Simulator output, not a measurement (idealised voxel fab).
The document below concerns the process module designated voxel capacitor over wiring.
Section shown: cut. Width: 145 nm. Cell size: 5 nm, square.
When this document writes out a cross-section, it uses a grid of square cells and lists it as bands, beginning at the top and moving down, with a band standing for one or more rows of cells.
The band entry comprises the height of the band's top followed by the height of its bottom, expressed in nm, and subsequently the band's materials from left to right, each stated together with its width in nm. Where a single material is marked with the word "everywhere", that material fills the band from edge to edge. The word "empty" represents empty space.
Basically, 0 is our baseline, since under it the wafer straight out of the box is all one material. The bottom band has no lower end and keeps on going down, so it looks like "top 0, no bottom".
Width "30 to 40": first value at the band's top row of cells, second value at its bottom row, equal change from row to row.
Step marked "same as before"? Then no cell in the cross-section changed in it.
What "Sealed cavities" gives you is every empty space of 8 cells or more that is cut off from the top. Each appears as width x height at distance, with the distance taken from the left edge and width, height and distance all in nm.
Step line, after settings: the simulator's comment on this step.
overlay nm: for a step with a mask, the amount by which the mask lay right of where it was planned; a negative amount means left of it.

-- Planned step list for the process
| 1 | RECEIVE with material Si |
| 2 | CONFORMAL_DEP with material SiO2, thk nm 15 |
| 3 | CONFORMAL_DEP with material SiN, thk nm 5 |
| 4 | DIRECTIONAL_DEP with material SiO2, thk nm 15 |
| 5 | MASKED_ETCH with tone open, mask id METAL_1, width nm 25, pitch nm 75, etch materials SiO2, depth nm 15, overlay nm 0 |
| 6 | MASKED_ETCH with tone open, mask id METAL_1, width nm 25, pitch nm 75, etch materials SiN, depth nm 5, overlay nm 0 |
| 7 | CONFORMAL_DEP with material TiN, thk nm 5 |
| 8 | FILL_DEP with material Ru, thk nm 10 |
| 9 | CMP with height nm 35 |
| 10 | CONFORMAL_DEP with material SiCN, thk nm 5 |
| 11 | DIRECTIONAL_DEP with material lowk, thk nm 15 |
| 12 | PATTERN with tone open, mask id PLUG_1, material resist, width nm 15, thk nm 15, overlay nm 0 |
| 13 | DIRECTIONAL_ETCH with etch materials lowk, depth nm 15 |
| 14 | DIRECTIONAL_ETCH with etch materials SiCN, depth nm 5 |
| 15 | STRIP with etch materials resist |
| 16 | EPI with material Ru, thk nm 10 |
| 17 | EPI with material Ru, thk nm 10 |
| 18 | DIRECTIONAL_DEP with material TiN, thk nm 5 |
| 19 | DIRECTIONAL_DEP with material HfO2, thk nm 5 |
| 20 | DIRECTIONAL_DEP with material TiN, thk nm 10 |
| 21 | DIRECTIONAL_DEP with material aC, thk nm 15 |
| 22 | PATTERN with tone cover, mask id UPPER_PLATE, material resist, width nm 55, thk nm 30, overlay nm 0 |
| 23 | DIRECTIONAL_ETCH with etch materials aC, depth nm 15 |
| 24 | STRIP with etch materials resist |
| 25 | DIRECTIONAL_ETCH with etch materials TiN, depth nm 10 |
| 26 | DIRECTIONAL_ETCH with etch materials HfO2, depth nm 5 |
| 27 | STRIP with etch materials aC |
| 28 | MASKED_ETCH with tone cover, mask id LOWER_PLATE, width nm 65, etch materials TiN, depth nm 5, overlay nm 0 |
| 29 | FILL_DEP with material SiO2, thk nm 15 |
| 30 | CMP with height nm 85 |
| 31 | MASKED_ETCH with tone open, mask id PLUG_2, width nm 15, etch materials SiO2, depth nm 10, overlay nm 0 |
| 32 | CONFORMAL_DEP with material TiN, thk nm 5 |
| 33 | FILL_DEP with material W, thk nm 5 |
| 34 | CMP with height nm 85 |
| 35 | CONFORMAL_DEP with material SiN, thk nm 5 |

-- Shown in cross-section is the wafer as received, that is, as it stands after step 1
    top 0, no bottom: Si everywhere
    Sealed cavities: none

-- Cross-sectional image of the first of two wafers at the end of the module, the run having proceeded as planned
    top 90, bottom 85: SiN everywhere
    top 85, bottom 80: 40 of SiO2, then 5 of TiN, then 5 of W, then 5 of TiN, then 90 of SiO2
    top 80, bottom 75: 40 of SiO2, then 15 of TiN, then 90 of SiO2
    top 75, bottom 65: 30 of SiO2, then 55 of TiN, then 60 of SiO2
    top 65, bottom 60: 30 of SiO2, then 55 of HfO2, then 60 of SiO2
    top 60, bottom 55: 25 of SiO2, then 65 of TiN, then 55 of SiO2
    top 55, bottom 40: 30 of lowk, then 15 of Ru, then 100 of lowk
    top 40, bottom 35: 30 of SiCN, then 15 of Ru, then 100 of SiCN
    top 35, bottom 20: 20 of SiO2, then 5 of TiN, then 15 of Ru, then 5 of TiN, then 50 of SiO2, then 5 of TiN, then 15 of Ru, then 5 of TiN, then 25 of SiO2
    top 20, bottom 15: 20 of SiN, then 25 of TiN, then 50 of SiN, then 25 of TiN, then 25 of SiN
    top 15, bottom 0: SiO2 everywhere
    top 0, no bottom: Si everywhere
    Sealed cavities: none

-- This is the second of the two wafers, cross-sectioned at the end of the module; it started exactly like the first and was given the same plan, but it was run with one mistake
    top 90, bottom 85: SiN everywhere
    top 85, bottom 80: 40 of SiO2, then 5 of TiN, then 5 of W, then 5 of TiN, then 90 of SiO2
    top 80, bottom 75: 40 of SiO2, then 15 of TiN, then 90 of SiO2
    top 75, bottom 65: 30 of SiO2, then 15 of TiN, then 30 of SiO2, then 10 of TiN, then 60 of SiO2
    top 65, bottom 60: 30 of SiO2, then 15 of HfO2, then 30 of SiO2, then 10 of HfO2, then 60 of SiO2
    top 60, bottom 55: 25 of SiO2, then 20 of TiN, then 30 of SiO2, then 15 of TiN, then 55 of SiO2
    top 55, bottom 45: 30 of Ru, then 15 of lowk, then 30 of TiN, then 65 of Ru, then 5 of SiO2
    top 45, bottom 40: 30 of Ru, then 15 of lowk, then 30 of HfO2, then 65 of Ru, then 5 of SiO2
    top 40, bottom 35: 30 of Ru, then 15 of SiCN, then 30 of TiN, then 65 of Ru, then 5 of SiO2
    top 35, bottom 20: 20 of SiO2, then 5 of TiN, then 15 of Ru, then 5 of TiN, then 50 of SiO2, then 5 of TiN, then 15 of Ru, then 5 of TiN, then 25 of SiO2
    top 20, bottom 15: 20 of SiN, then 25 of TiN, then 50 of SiN, then 25 of TiN, then 25 of SiN
    top 15, bottom 0: SiO2 everywhere
    top 0, no bottom: Si everywhere
    Sealed cavities: none
Plan not followed: step 12, actual vs plan mismatch, actual run PATTERN with tone cover, mask id PLUG_1, material resist, width nm 15, thk nm 15, overlay nm 0
Per the end-of-run cell counts, the second wafer holds more or fewer of some materials than the first: 64 more of Ru; 23 fewer of SiCN; 28 more of SiO2; 69 fewer of lowk
